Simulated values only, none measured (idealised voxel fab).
A process module follows: voxel transistor to metal.
The figure presents cross-section cut, which has a width of 295 nm and is divided into square cells with an edge length of 5 nm.
A cross-section in this document is a grid of square cells, and it is written down as bands, the top band listed before the ones below it; a band is made up of one or more rows of cells.
Look at the band entry: it leads with the top's height and the bottom's height in nm. Then it lists the materials left to right, with a width in nm for each. The word "everywhere" on a single material says that material fills the band edge to edge. The word "air" is empty space.
Heights from 0 (as-received wafer is one material below). Bottom band endless downward, as "from 0 down".
It should be noted that a width expressed as "30..40" varies in equal increments from row to row of cells within the band, taking the value of the first number at the top row and that of the second number at the bottom row.
Any step labelled "no change occurred" changed none of the cells in the cross-section.
This entry, "closed voids", enumerates those empty regions of no fewer than 8 cells that possess no open connection to the top. Each region is reported in the form width x height at distance, the distance being taken from the left edge, with all three quantities expressed in nm.
Where a step's line continues beyond its settings, the continuation is a remark by the simulator itself on that step.
Steps that use a mask can have "overlay nm" on their line. It says how far the mask sat to the right of where it was meant to be. Negative means to the left.
Before/after cross-section pairs, one process step each; after shown to lowest changed band; step and settings beneath. Pairs may be from different runs of this module on the same starting wafer; a pair continues from the one above only where its "Prior to processing" entry says so.
[Prior to processing]
* from 35 to 30 = 50 nm air; 10 nm SiN; 5 nm air; 25 nm SiCN; 5 nm air; 10 nm SiN; 80 nm air; 10 nm SiN; 5 nm air; 25 nm SiCN; 5 nm air; 10 nm SiN; 55 nm air
* from 30 to 25 = 50 nm air; 10 nm SiN; 5 nm SiO2; 25 nm SiCN; 5 nm SiO2; 10 nm SiN; 80 nm air; 10 nm SiN; 5 nm SiO2; 25 nm SiCN; 5 nm SiO2; 10 nm SiN; 55 nm air
* from 25 to 0 = 50 nm air; 10 nm SiN; 5 nm SiO2; 25 nm polySi; 5 nm SiO2; 10 nm SiN; 80 nm air; 10 nm SiN; 5 nm SiO2; 25 nm polySi; 5 nm SiO2; 10 nm SiN; 55 nm air
* from 0 to -5 = 10 nm air; 15 nm SiN; 25 nm air; 55 nm SiO2; 25 nm air; 10 nm SiN; 10 nm air; 10 nm SiN; 25 nm air; 55 nm SiO2; 25 nm air; 15 nm SiN; 15 nm air
* from -5 to -15 = 10 nm SiO2; 15 nm SiN; 10 nm SiO2; 85 nm Si; 10 nm SiO2; 10 nm SiN; 10 nm air; 10 nm SiN; 10 nm SiO2; 85 nm Si; 10 nm SiO2; 15 nm SiN; 15 nm SiO2
* from -15 to -20 = 35 nm SiO2; 85 nm Si; 20 nm SiO2; 10 nm air; 20 nm SiO2; 85 nm Si; 40 nm SiO2
* from -20 to -35 = 30 nm SiO2; 95 nm Si; 40 nm SiO2; 95 nm Si; 35 nm SiO2
* from -35 down = Si everywhere
* closed voids: none
[Cross-Section After Step]
* from 35 to 30 = 50 nm air; 10 nm SiN; 5 nm air; 25 nm SiCN; 5 nm air; 10 nm SiN; 80 nm air; 10 nm SiN; 5 nm air; 25 nm SiCN; 5 nm air; 10 nm SiN; 55 nm air
* from 30 to 25 = 50 nm air; 10 nm SiN; 5 nm SiO2; 25 nm SiCN; 5 nm SiO2; 10 nm SiN; 80 nm air; 10 nm SiN; 5 nm SiO2; 25 nm SiCN; 5 nm SiO2; 10 nm SiN; 55 nm air
* from 25 to 0 = 50 nm air; 10 nm SiN; 5 nm SiO2; 25 nm polySi; 5 nm SiO2; 10 nm SiN; 80 nm air; 10 nm SiN; 5 nm SiO2; 25 nm polySi; 5 nm SiO2; 10 nm SiN; 55 nm air
* from 0 to -5 = 10 nm air; 15 nm SiN; 25 nm air; 55 nm SiO2; 25 nm air; 10 nm SiN; 10 nm air; 10 nm SiN; 25 nm air; 55 nm SiO2; 25 nm air; 15 nm SiN; 15 nm air
* from -5 to -15 = 10 nm SiO2; 15 nm SiN; 10 nm SiO2; 15 nm air; 55 nm Si; 15 nm air; 10 nm SiO2; 10 nm SiN; 10 nm air; 10 nm SiN; 10 nm SiO2; 15 nm air; 55 nm Si; 15 nm air; 10 nm SiO2; 15 nm SiN; 15 nm SiO2
* from -15 to -20 = 35 nm SiO2; 15 nm air; 55 nm Si; 15 nm air; 20 nm SiO2; 10 nm air; 20 nm SiO2; 15 nm air; 55 nm Si; 15 nm air; 40 nm SiO2
* Below -20 it's all the same as before, nothing changed down there.
* closed voids: none
Which step turns the before cross-section above into the after cross-section? DIRECTIONAL_ETCH, etch materials Si, depth nm 15
Prior to processing: look at the pair above, its after cross-section is where this step starts.
[Cross-Section After Step]
* from 35 to 30 = 50 nm air; 10 nm SiN; 5 nm air; 25 nm SiCN; 5 nm air; 10 nm SiN; 80 nm air; 10 nm SiN; 5 nm air; 25 nm SiCN; 5 nm air; 10 nm SiN; 55 nm air
* from 30 to 25 = 50 nm air; 10 nm SiN; 5 nm SiO2; 25 nm SiCN; 5 nm SiO2; 10 nm SiN; 80 nm air; 10 nm SiN; 5 nm SiO2; 25 nm SiCN; 5 nm SiO2; 10 nm SiN; 55 nm air
* from 25 to 10 = 50 nm air; 10 nm SiN; 5 nm SiO2; 25 nm polySi; 5 nm SiO2; 10 nm SiN; 80 nm air; 10 nm SiN; 5 nm SiO2; 25 nm polySi; 5 nm SiO2; 10 nm SiN; 55 nm air
* from 10 to 0 = 35 nm air; 15 nm nSi; 10 nm SiN; 5 nm SiO2; 25 nm polySi; 5 nm SiO2; 10 nm SiN; 15 nm nSi; 50 nm air; 15 nm nSi; 10 nm SiN; 5 nm SiO2; 25 nm polySi; 5 nm SiO2; 10 nm SiN; 15 nm nSi; 40 nm air
* from 0 to -5 = 10 nm air; 15 nm SiN; 10 nm air; 15 nm nSi; 55 nm SiO2; 15 nm nSi; 10 nm air; 10 nm SiN; 10 nm air; 10 nm SiN; 10 nm air; 15 nm nSi; 55 nm SiO2; 15 nm nSi; 10 nm air; 15 nm SiN; 15 nm air
* from -5 to -15 = 10 nm SiO2; 15 nm SiN; 10 nm SiO2; 15 nm nSi; 55 nm Si; 15 nm nSi; 10 nm SiO2; 10 nm SiN; 10 nm air; 10 nm SiN; 10 nm SiO2; 15 nm nSi; 55 nm Si; 15 nm nSi; 10 nm SiO2; 15 nm SiN; 15 nm SiO2
* from -15 to -20 = 35 nm SiO2; 15 nm nSi; 55 nm Si; 15 nm nSi; 20 nm SiO2; 10 nm air; 20 nm SiO2; 15 nm nSi; 55 nm Si; 15 nm nSi; 40 nm SiO2
* Below -20 it's all the same as before, nothing changed down there.
* closed voids: none
Which step turns the before cross-section above into the after cross-section? EPI, material nSi, thk nm 15
Prior to processing: look at the pair above, its after cross-section is where this step starts.
[Cross-Section After Step]
* from 45 to 35 = SiO2 everywhere
* from 35 to 25 = 50 nm SiO2; 10 nm SiN; 5 nm SiO2; 25 nm SiCN; 5 nm SiO2; 10 nm SiN; 80 nm SiO2; 10 nm SiN; 5 nm SiO2; 25 nm SiCN; 5 nm SiO2; 10 nm SiN; 55 nm SiO2
* from 25 to 10 = 50 nm SiO2; 10 nm SiN; 5 nm SiO2; 25 nm polySi; 5 nm SiO2; 10 nm SiN; 80 nm SiO2; 10 nm SiN; 5 nm SiO2; 25 nm polySi; 5 nm SiO2; 10 nm SiN; 55 nm SiO2
* from 10 to 0 = 35 nm SiO2; 15 nm nSi; 10 nm SiN; 5 nm SiO2; 25 nm polySi; 5 nm SiO2; 10 nm SiN; 15 nm nSi; 50 nm SiO2; 15 nm nSi; 10 nm SiN; 5 nm SiO2; 25 nm polySi; 5 nm SiO2; 10 nm SiN; 15 nm nSi; 40 nm SiO2
* from 0 to -5 = 10 nm SiO2; 15 nm SiN; 10 nm SiO2; 15 nm nSi; 55 nm SiO2; 15 nm nSi; 10 nm SiO2; 10 nm SiN; 10 nm SiO2; 10 nm SiN; 10 nm SiO2; 15 nm nSi; 55 nm SiO2; 15 nm nSi; 10 nm SiO2; 15 nm SiN; 15 nm SiO2
* from -5 to -15 = 10 nm SiO2; 15 nm SiN; 10 nm SiO2; 15 nm nSi; 55 nm Si; 15 nm nSi; 10 nm SiO2; 10 nm SiN; 10 nm SiO2; 10 nm SiN; 10 nm SiO2; 15 nm nSi; 55 nm Si; 15 nm nSi; 10 nm SiO2; 15 nm SiN; 15 nm SiO2
* from -15 to -20 = 35 nm SiO2; 15 nm nSi; 55 nm Si; 15 nm nSi; 50 nm SiO2; 15 nm nSi; 55 nm Si; 15 nm nSi; 40 nm SiO2
* Below -20 it's all the same as before, nothing changed down there.
* closed voids: none
Which step turns the before cross-section above into the after cross-section? FILL_DEP, material SiO2, thk nm 10
Prior to processing: look at the pair above, its after cross-section is where this step starts.
[Cross-Section After Step]
* from 35 to 25 = 50 nm SiO2; 10 nm SiN; 5 nm SiO2; 25 nm SiCN; 5 nm SiO2; 10 nm SiN; 80 nm SiO2; 10 nm SiN; 5 nm SiO2; 25 nm SiCN; 5 nm SiO2; 10 nm SiN; 55 nm SiO2
* Below 25 it's all the same as before, nothing changed down there.
* closed voids: none
Which step turns the before cross-section above into the after cross-section? CMP, height nm 35
Prior to processing: look at the pair above, its after cross-section is where this step starts.
[Cross-Section After Step]
* from 50 to 35 = SiO2 everywhere
* Below 35 it's all the same as before, nothing changed down there.
* closed voids: none
Which step turns the before cross-section above into the after cross-section? DIRECTIONAL_DEP, material SiO2, thk nm 15
Prior to processing: look at the pair above, its after cross-section is where this step starts.
[Cross-Section After Step]
* from 65 to 50 = aC everywhere
* Below 50 it's all the same as before, nothing changed down there.
* closed voids: none
Which step turns the before cross-section above into the after cross-section? DIRECTIONAL_DEP, material aC, thk nm 15
Prior to processing: look at the pair above, its after cross-section is where this step starts.
[Cross-Section After Step]
* from 95 to 65 = 30 nm resist; 30 nm air; 35 nm resist; 30 nm air; 40 nm resist; 30 nm air; 35 nm resist; 30 nm air; 35 nm resist
* Below 65 it's all the same as before, nothing changed down there.
* closed voids: none
Which step turns the before cross-section above into the after cross-section? PATTERN, tone open, mask id CONTACT, material resist, width nm 30, thk nm 30, overlay nm 0
Prior to processing: look at the pair above, its after cross-section is where this step starts.
[Cross-Section After Step]
* from 80 to 65 = 30 nm resist; 30 nm air; 35 nm resist; 30 nm air; 40 nm resist; 30 nm air; 35 nm resist; 30 nm air; 35 nm resist
* from 65 to 50 = 30 nm aC; 30 nm air; 35 nm aC; 30 nm air; 40 nm aC; 30 nm air; 35 nm aC; 30 nm air; 35 nm aC
* Below 50 it's all the same as before, nothing changed down there.
* closed voids: none
Which step turns the before cross-section above into the after cross-section? DIRECTIONAL_ETCH, etch materials aC, depth nm 15
Prior to processing: look at the pair above, its after cross-section is where this step starts.
[Cross-Section After Step]
* from 65 to 50 = 30 nm aC; 30 nm air; 35 nm aC; 30 nm air; 40 nm aC; 30 nm air; 35 nm aC; 30 nm air; 35 nm aC
* Below 50 it's all the same as before, nothing changed down there.
* closed voids: none
Which step turns the before cross-section above into the after cross-section? STRIP, etch materials resist
Prior to processing: look at the pair above, its after cross-section is where this step starts.
[Cross-Section After Step]
* from 65 to 50 = 30 nm aC; 30 nm air; 35 nm aC; 30 nm air; 40 nm aC; 30 nm air; 35 nm aC; 30 nm air; 35 nm aC
* from 50 to 35 = 30 nm SiO2; 30 nm air; 35 nm SiO2; 30 nm air; 40 nm SiO2; 30 nm air; 35 nm SiO2; 30 nm air; 35 nm SiO2
* from 35 to 25 = 30 nm SiO2; 20 nm air; 10 nm SiN; 5 nm SiO2; 25 nm SiCN; 5 nm SiO2; 10 nm SiN; 20 nm air; 40 nm SiO2; 20 nm air; 10 nm SiN; 5 nm SiO2; 25 nm SiCN; 5 nm SiO2; 10 nm SiN; 20 nm air; 35 nm SiO2
* from 25 to 10 = 30 nm SiO2; 20 nm air; 10 nm SiN; 5 nm SiO2; 25 nm polySi; 5 nm SiO2; 10 nm SiN; 20 nm air; 40 nm SiO2; 20 nm air; 10 nm SiN; 5 nm SiO2; 25 nm polySi; 5 nm SiO2; 10 nm SiN; 20 nm air; 35 nm SiO2
* from 10 to 0 = 30 nm SiO2; 5 nm air; 15 nm nSi; 10 nm SiN; 5 nm SiO2; 25 nm polySi; 5 nm SiO2; 10 nm SiN; 15 nm nSi; 5 nm air; 40 nm SiO2; 5 nm air; 15 nm nSi; 10 nm SiN; 5 nm SiO2; 25 nm polySi; 5 nm SiO2; 10 nm SiN; 15 nm nSi; 5 nm air; 35 nm SiO2
* from 0 to -5 = 10 nm SiO2; 15 nm SiN; 5 nm SiO2; 5 nm air; 15 nm nSi; 55 nm SiO2; 15 nm nSi; 5 nm air; 5 nm SiO2; 10 nm SiN; 10 nm SiO2; 10 nm SiN; 5 nm SiO2; 5 nm air; 15 nm nSi; 55 nm SiO2; 15 nm nSi; 5 nm air; 5 nm SiO2; 15 nm SiN; 15 nm SiO2
* Below -5 it's all the same as before, nothing changed down there.
* closed voids: none
Which step turns the before cross-section above into the after cross-section? DIRECTIONAL_ETCH, etch materials SiO2, depth nm 55
Prior to processing: look at the pair above, its after cross-section is where this step starts.
[Cross-Section After Step]
* from 50 to 35 = 30 nm SiO2; 30 nm air; 35 nm SiO2; 30 nm air; 40 nm SiO2; 30 nm air; 35 nm SiO2; 30 nm air; 35 nm SiO2
* Below 35 it's all the same as before, nothing changed down there.
* closed voids: none
Which step turns the before cross-section above into the after cross-section? STRIP, etch materials aC
Prior to processing: look at the pair above, its after cross-section is where this step starts.
[Cross-Section After Step]
* from 55 to 50 = 35 nm TiN; 20 nm air; 45 nm TiN; 20 nm air; 50 nm TiN; 20 nm air; 45 nm TiN; 20 nm air; 40 nm TiN
* from 50 to 40 = 30 nm SiO2; 5 nm TiN; 20 nm air; 5 nm TiN; 35 nm SiO2; 5 nm TiN; 20 nm air; 5 nm TiN; 40 nm SiO2; 5 nm TiN; 20 nm air; 5 nm TiN; 35 nm SiO2; 5 nm TiN; 20 nm air; 5 nm TiN; 35 nm SiO2
* from 40 to 35 = 30 nm SiO2; 5 nm TiN; 10 nm air; 15 nm TiN; 35 nm SiO2; 15 nm TiN; 10 nm air; 5 nm TiN; 40 nm SiO2; 5 nm TiN; 10 nm air; 15 nm TiN; 35 nm SiO2; 15 nm TiN; 10 nm air; 5 nm TiN; 35 nm SiO2
* from 35 to 25 = 30 nm SiO2; 5 nm TiN; 10 nm air; 5 nm TiN; 10 nm SiN; 5 nm SiO2; 25 nm SiCN; 5 nm SiO2; 10 nm SiN; 5 nm TiN; 10 nm air; 5 nm TiN; 40 nm SiO2; 5 nm TiN; 10 nm air; 5 nm TiN; 10 nm SiN; 5 nm SiO2; 25 nm SiCN; 5 nm SiO2; 10 nm SiN; 5 nm TiN; 10 nm air; 5 nm TiN; 35 nm SiO2
* from 25 to 15 = 30 nm SiO2; 5 nm TiN; 10 nm air; 5 nm TiN; 10 nm SiN; 5 nm SiO2; 25 nm polySi; 5 nm SiO2; 10 nm SiN; 5 nm TiN; 10 nm air; 5 nm TiN; 40 nm SiO2; 5 nm TiN; 10 nm air; 5 nm TiN; 10 nm SiN; 5 nm SiO2; 25 nm polySi; 5 nm SiO2; 10 nm SiN; 5 nm TiN; 10 nm air; 5 nm TiN; 35 nm SiO2
* from 15 to 10 = 30 nm SiO2; 20 nm TiN; 10 nm SiN; 5 nm SiO2; 25 nm polySi; 5 nm SiO2; 10 nm SiN; 20 nm TiN; 40 nm SiO2; 20 nm TiN; 10 nm SiN; 5 nm SiO2; 25 nm polySi; 5 nm SiO2; 10 nm SiN; 20 nm TiN; 35 nm SiO2
* from 10 to 0 = 30 nm SiO2; 5 nm TiN; 15 nm nSi; 10 nm SiN; 5 nm SiO2; 25 nm polySi; 5 nm SiO2; 10 nm SiN; 15 nm nSi; 5 nm TiN; 40 nm SiO2; 5 nm TiN; 15 nm nSi; 10 nm SiN; 5 nm SiO2; 25 nm polySi; 5 nm SiO2; 10 nm SiN; 15 nm nSi; 5 nm TiN; 35 nm SiO2
* from 0 to -5 = 10 nm SiO2; 15 nm SiN; 5 nm SiO2; 5 nm TiN; 15 nm nSi; 55 nm SiO2; 15 nm nSi; 5 nm TiN; 5 nm SiO2; 10 nm SiN; 10 nm SiO2; 10 nm SiN; 5 nm SiO2; 5 nm TiN; 15 nm nSi; 55 nm SiO2; 15 nm nSi; 5 nm TiN; 5 nm SiO2; 15 nm SiN; 15 nm SiO2
* Below -5 it's all the same as before, nothing changed down there.
* closed voids: none
Which step turns the before cross-section above into the after cross-section? CONFORMAL_DEP, material TiN, thk nm 5
Prior to processing: look at the pair above, its after cross-section is where this step starts.
[Cross-Section After Step]
* from 60 to 55 = W everywhere
* from 55 to 50 = 35 nm TiN; 20 nm W; 45 nm TiN; 20 nm W; 50 nm TiN; 20 nm W; 45 nm TiN; 20 nm W; 40 nm TiN
* from 50 to 40 = 30 nm SiO2; 5 nm TiN; 20 nm W; 5 nm TiN; 35 nm SiO2; 5 nm TiN; 20 nm W; 5 nm TiN; 40 nm SiO2; 5 nm TiN; 20 nm W; 5 nm TiN; 35 nm SiO2; 5 nm TiN; 20 nm W; 5 nm TiN; 35 nm SiO2
* from 40 to 35 = 30 nm SiO2; 5 nm TiN; 10 nm W; 15 nm TiN; 35 nm SiO2; 15 nm TiN; 10 nm W; 5 nm TiN; 40 nm SiO2; 5 nm TiN; 10 nm W; 15 nm TiN; 35 nm SiO2; 15 nm TiN; 10 nm W; 5 nm TiN; 35 nm SiO2
* from 35 to 25 = 30 nm SiO2; 5 nm TiN; 10 nm W; 5 nm TiN; 10 nm SiN; 5 nm SiO2; 25 nm SiCN; 5 nm SiO2; 10 nm SiN; 5 nm TiN; 10 nm W; 5 nm TiN; 40 nm SiO2; 5 nm TiN; 10 nm W; 5 nm TiN; 10 nm SiN; 5 nm SiO2; 25 nm SiCN; 5 nm SiO2; 10 nm SiN; 5 nm TiN; 10 nm W; 5 nm TiN; 35 nm SiO2
* from 25 to 15 = 30 nm SiO2; 5 nm TiN; 10 nm W; 5 nm TiN; 10 nm SiN; 5 nm SiO2; 25 nm polySi; 5 nm SiO2; 10 nm SiN; 5 nm TiN; 10 nm W; 5 nm TiN; 40 nm SiO2; 5 nm TiN; 10 nm W; 5 nm TiN; 10 nm SiN; 5 nm SiO2; 25 nm polySi; 5 nm SiO2; 10 nm SiN; 5 nm TiN; 10 nm W; 5 nm TiN; 35 nm SiO2
* Below 15 it's all the same as before, nothing changed down there.
* closed voids: none
Which step turns the before cross-section above into the after cross-section? FILL_DEP, material W, thk nm 5
Prior to processing: look at the pair above, its after cross-section is where this step starts.
[Cross-Section After Step]
* from 50 to 40 = 30 nm SiO2; 5 nm TiN; 20 nm W; 5 nm TiN; 35 nm SiO2; 5 nm TiN; 20 nm W; 5 nm TiN; 40 nm SiO2; 5 nm TiN; 20 nm W; 5 nm TiN; 35 nm SiO2; 5 nm TiN; 20 nm W; 5 nm TiN; 35 nm SiO2
* Below 40 it's all the same as before, nothing changed down there.
* closed voids: none
Which step turns the before cross-section above into the after cross-section? CMP, height nm 50
Prior to processing: look at the pair above, its after cross-section is where this step starts.
[Cross-Section After Step]
* from 55 to 50 = TiN everywhere
* Below 50 it's all the same as before, nothing changed down there.
* closed voids: none
Which step turns the before cross-section above into the after cross-section? DIRECTIONAL_DEP, material TiN, thk nm 5
Prior to processing: look at the pair above, its after cross-section is where this step starts.
[Cross-Section After Step]
* from 75 to 55 = Ru everywhere
* Below 55 it's all the same as before, nothing changed down there.
* closed voids: none
Which step turns the before cross-section above into the after cross-section? DIRECTIONAL_DEP, material Ru, thk nm 20
Prior to processing: look at the pair above, its after cross-section is where this step starts.
[Cross-Section After Step]
* from 95 to 75 = 30 nm air; 20 nm resist; 55 nm air; 20 nm resist; 40 nm air; 20 nm resist; 55 nm air; 20 nm resist; 35 nm air
* Below 75 it's all the same as before, nothing changed down there.
* closed voids: none
Which step turns the before cross-section above into the after cross-section? PATTERN, tone cover, mask id METAL_1, material resist, width nm 20, thk nm 20, overlay nm 0
Prior to processing: look at the pair above, its after cross-section is where this step starts.
[Cross-Section After Step]
* from 95 to 75 = 30 nm air; 20 nm resist; 55 nm air; 20 nm resist; 40 nm air; 20 nm resist; 55 nm air; 20 nm resist; 35 nm air
* from 75 to 55 = 30 nm air; 20 nm Ru; 55 nm air; 20 nm Ru; 40 nm air; 20 nm Ru; 55 nm air; 20 nm Ru; 35 nm air
* Below 55 it's all the same as before, nothing changed down there.
* closed voids: none
Which step turns the before cross-section above into the after cross-section? DIRECTIONAL_ETCH, etch materials Ru, depth nm 20
Prior to processing: look at the pair above, its after cross-section is where this step starts.
[Cross-Section After Step]
* from 95 to 75 = 30 nm air; 20 nm resist; 55 nm air; 20 nm resist; 40 nm air; 20 nm resist; 55 nm air; 20 nm resist; 35 nm air
* from 75 to 55 = 30 nm air; 20 nm Ru; 55 nm air; 20 nm Ru; 40 nm air; 20 nm Ru; 55 nm air; 20 nm Ru; 35 nm air
* from 55 to 50 = 30 nm air; 20 nm TiN; 55 nm air; 20 nm TiN; 40 nm air; 20 nm TiN; 55 nm air; 20 nm TiN; 35 nm air
* Below 50 it's all the same as before, nothing changed down there.
* closed voids: none
Which step turns the before cross-section above into the after cross-section? DIRECTIONAL_ETCH, etch materials TiN, depth nm 5
Prior to processing: look at the pair above, its after cross-section is where this step starts.
[Cross-Section After Step]
* from 75 to 55 = 30 nm air; 20 nm Ru; 55 nm air; 20 nm Ru; 40 nm air; 20 nm Ru; 55 nm air; 20 nm Ru; 35 nm air
* Below 55 it's all the same as before, nothing changed down there.
* closed voids: none
Which step turns the before cross-section above into the after cross-section? STRIP, etch materials resist
Prior to processing: look at the pair above, its after cross-section is where this step starts.
[Cross-Section After Step]
* from 80 to 75 = 25 nm air; 30 nm SiN; 45 nm air; 30 nm SiN; 30 nm air; 30 nm SiN; 45 nm air; 30 nm SiN; 30 nm air
* from 75 to 55 = 25 nm air; 5 nm SiN; 20 nm Ru; 5 nm SiN; 45 nm air; 5 nm SiN; 20 nm Ru; 5 nm SiN; 30 nm air; 5 nm SiN; 20 nm Ru; 5 nm SiN; 45 nm air; 5 nm SiN; 20 nm Ru; 5 nm SiN; 30 nm air
* from 55 to 50 = 30 nm SiN; 20 nm TiN; 55 nm SiN; 20 nm TiN; 40 nm SiN; 20 nm TiN; 55 nm SiN; 20 nm TiN; 35 nm SiN
* Below 50 it's all the same as before, nothing changed down there.
* closed voids: none
Which step turns the before cross-section above into the after cross-section? CONFORMAL_DEP, material SiN, thk nm 5
Prior to processing: look at the pair above, its after cross-section is where this step starts.
[Cross-Section After Step]
* from 85 to 80 = lowk everywhere
* from 80 to 75 = 25 nm lowk; 30 nm SiN; 45 nm lowk; 30 nm SiN; 30 nm lowk; 30 nm SiN; 45 nm lowk; 30 nm SiN; 30 nm lowk
* from 75 to 55 = 25 nm lowk; 5 nm SiN; 20 nm Ru; 5 nm SiN; 45 nm lowk; 5 nm SiN; 20 nm Ru; 5 nm SiN; 30 nm lowk; 5 nm SiN; 20 nm Ru; 5 nm SiN; 45 nm lowk; 5 nm SiN; 20 nm Ru; 5 nm SiN; 30 nm lowk
* Below 55 it's all the same as before, nothing changed down there.
* closed voids: none
Which step turns the before cross-section above into the after cross-section? FILL_DEP, material lowk, thk nm 5
Prior to processing: look at the pair above, its after cross-section is where this step starts.
[Cross-Section After Step]
* from 75 to 55 = 25 nm lowk; 5 nm SiN; 20 nm Ru; 5 nm SiN; 45 nm lowk; 5 nm SiN; 20 nm Ru; 5 nm SiN; 30 nm lowk; 5 nm SiN; 20 nm Ru; 5 nm SiN; 45 nm lowk; 5 nm SiN; 20 nm Ru; 5 nm SiN; 30 nm lowk
* Below 55 it's all the same as before, nothing changed down there.
* closed voids: none
Which step turns the before cross-section above into the after cross-section? CMP, height nm 75
Prior to processing: look at the pair above, its after cross-section is where this step starts.
[Cross-Section After Step]
* from 80 to 75 = SiCN everywhere
* Below 75 it's all the same as before, nothing changed down there.
* closed voids: none
Which step turns the before cross-section above into the after cross-section? CONFORMAL_DEP, material SiCN, thk nm 5
Prior to processing: look at the pair above, its after cross-section is where this step starts.
[Cross-Section After Step]
* from 105 to 80 = lowk everywhere
* Below 80 it's all the same as before, nothing changed down there.
* closed voids: none
Which step turns the before cross-section above into the after cross-section? DIRECTIONAL_DEP, material lowk, thk nm 25
Prior to processing: look at the pair above, its after cross-section is where this step starts.
[Cross-Section After Step]
* from 120 to 105 = aC everywhere
* Below 105 it's all the same as before, nothing changed down there.
* closed voids: none
Which step turns the before cross-section above into the after cross-section? DIRECTIONAL_DEP, material aC, thk nm 15
Prior to processing: look at the pair above, its after cross-section is where this step starts.
[Cross-Section After Step]
* from 155 to 120 = 30 nm resist; 20 nm air; 115 nm resist; 20 nm air; 110 nm resist
* Below 120 it's all the same as before, nothing changed down there.
* closed voids: none
Which step turns the before cross-section above into the after cross-section? PATTERN, tone open, mask id METAL_2, material resist, width nm 20, pitch nm 135, thk nm 35, overlay nm 0
Prior to processing: look at the pair above, its after cross-section is where this step starts.
[Cross-Section After Step]
* from 140 to 120 = 30 nm resist; 20 nm air; 115 nm resist; 20 nm air; 110 nm resist
* from 120 to 105 = 30 nm aC; 20 nm air; 115 nm aC; 20 nm air; 110 nm aC
* Below 105 it's all the same as before, nothing changed down there.
* closed voids: none
Which step turns the before cross-section above into the after cross-section? DIRECTIONAL_ETCH, etch materials aC, depth nm 15
Prior to processing: look at the pair above, its after cross-section is where this step starts.
[Cross-Section After Step]
* from 120 to 105 = 30 nm aC; 20 nm air; 115 nm aC; 20 nm air; 110 nm aC
* Below 105 it's all the same as before, nothing changed down there.
* closed voids: none
Which step turns the before cross-section above into the after cross-section? STRIP, etch materials resist
Prior to processing: look at the pair above, its after cross-section is where this step starts.
[Cross-Section After Step]
* from 120 to 105 = 30 nm aC; 20 nm air; 115 nm aC; 20 nm air; 110 nm aC
* from 105 to 90 = 30 nm lowk; 20 nm air; 115 nm lowk; 20 nm air; 110 nm lowk
* Below 90 it's all the same as before, nothing changed down there.
* closed voids: none
Which step turns the before cross-section above into the after cross-section? DIRECTIONAL_ETCH, etch materials lowk, depth nm 15
Prior to processing: look at the pair above, its after cross-section is where this step starts.
[Cross-Section After Step]
* from 105 to 90 = 30 nm lowk; 20 nm air; 115 nm lowk; 20 nm air; 110 nm lowk
* Below 90 it's all the same as before, nothing changed down there.
* closed voids: none
Which step turns the before cross-section above into the after cross-section? STRIP, etch materials aC
Prior to processing: look at the pair above, its after cross-section is where this step starts.
[Cross-Section After Step]
* from 115 to 105 = 30 nm aC; 20 nm air; 115 nm aC; 20 nm air; 110 nm aC
* from 105 to 100 = 30 nm lowk; 20 nm air; 115 nm lowk; 20 nm air; 110 nm lowk
* from 100 to 90 = 30 nm lowk; 20 nm aC; 115 nm lowk; 20 nm aC; 110 nm lowk
* Below 90 it's all the same as before, nothing changed down there.
* closed voids: none
Which step turns the before cross-section above into the after cross-section? DIRECTIONAL_DEP, material aC, thk nm 10
Prior to processing: look at the pair above, its after cross-section is where this step starts.
[Cross-Section After Step]
* from 140 to 115 = 30 nm resist; 15 nm air; 120 nm resist; 15 nm air; 115 nm resist
* from 115 to 105 = 30 nm aC; 15 nm air; 5 nm resist; 115 nm aC; 15 nm air; 5 nm resist; 110 nm aC
* from 105 to 100 = 30 nm lowk; 15 nm air; 5 nm resist; 115 nm lowk; 15 nm air; 5 nm resist; 110 nm lowk
* Below 100 it's all the same as before, nothing changed down there.
* closed voids: none
Which step turns the before cross-section above into the after cross-section? PATTERN, tone open, mask id METAL_2_HOLES, material resist, width nm 15, pitch nm 135, thk nm 25, overlay nm 0
Prior to processing: look at the pair above, its after cross-section is where this step starts.
[Cross-Section After Step]
* from 130 to 115 = 30 nm resist; 15 nm air; 120 nm resist; 15 nm air; 115 nm resist
* from 115 to 105 = 30 nm aC; 15 nm air; 5 nm resist; 115 nm aC; 15 nm air; 5 nm resist; 110 nm aC
* from 105 to 100 = 30 nm lowk; 15 nm air; 5 nm resist; 115 nm lowk; 15 nm air; 5 nm resist; 110 nm lowk
* from 100 to 90 = 30 nm lowk; 15 nm air; 5 nm aC; 115 nm lowk; 15 nm air; 5 nm aC; 110 nm lowk
* Below 90 it's all the same as before, nothing changed down there.
* closed voids: none
Which step turns the before cross-section above into the after cross-section? DIRECTIONAL_ETCH, etch materials aC, depth nm 10
Prior to processing: look at the pair above, its after cross-section is where this step starts.
[Cross-Section After Step]
* from 115 to 105 = 30 nm aC; 20 nm air; 115 nm aC; 20 nm air; 110 nm aC
* from 105 to 100 = 30 nm lowk; 20 nm air; 115 nm lowk; 20 nm air; 110 nm lowk
* Below 100 it's all the same as before, nothing changed down there.
* closed voids: none
Which step turns the before cross-section above into the after cross-section? STRIP, etch materials resist
Prior to processing: look at the pair above, its after cross-section is where this step starts.
[Cross-Section After Step]
* from 115 to 105 = 30 nm aC; 20 nm air; 115 nm aC; 20 nm air; 110 nm aC
* from 105 to 100 = 30 nm lowk; 20 nm air; 115 nm lowk; 20 nm air; 110 nm lowk
* from 100 to 90 = 30 nm lowk; 15 nm air; 5 nm aC; 115 nm lowk; 15 nm air; 5 nm aC; 110 nm lowk
* from 90 to 80 = 30 nm lowk; 15 nm air; 120 nm lowk; 15 nm air; 115 nm lowk
* Below 80 it's all the same as before, nothing changed down there.
* closed voids: none
Which step turns the before cross-section above into the after cross-section? DIRECTIONAL_ETCH, etch materials lowk, depth nm 10
Prior to processing: look at the pair above, its after cross-section is where this step starts.
[Cross-Section After Step]
* from 115 to 105 = 30 nm aC; 20 nm air; 115 nm aC; 20 nm air; 110 nm aC
* from 105 to 100 = 30 nm lowk; 20 nm air; 115 nm lowk; 20 nm air; 110 nm lowk
* from 100 to 90 = 30 nm lowk; 15 nm air; 5 nm aC; 115 nm lowk; 15 nm air; 5 nm aC; 110 nm lowk
* from 90 to 80 = 30 nm lowk; 15 nm air; 120 nm lowk; 15 nm air; 115 nm lowk
* from 80 to 75 = 30 nm SiCN; 15 nm air; 120 nm SiCN; 15 nm air; 115 nm SiCN
* Below 75 it's all the same as before, nothing changed down there.
* closed voids: none
Which step turns the before cross-section above into the after cross-section? DIRECTIONAL_ETCH, etch materials SiCN, depth nm 5
Prior to processing: look at the pair above, its after cross-section is where this step starts.
[Cross-Section After Step]
* from 105 to 90 = 30 nm lowk; 20 nm air; 115 nm lowk; 20 nm air; 110 nm lowk
* Below 90 it's all the same as before, nothing changed down there.
* closed voids: none
Which step turns the before cross-section above into the after cross-section? STRIP, etch materials aC
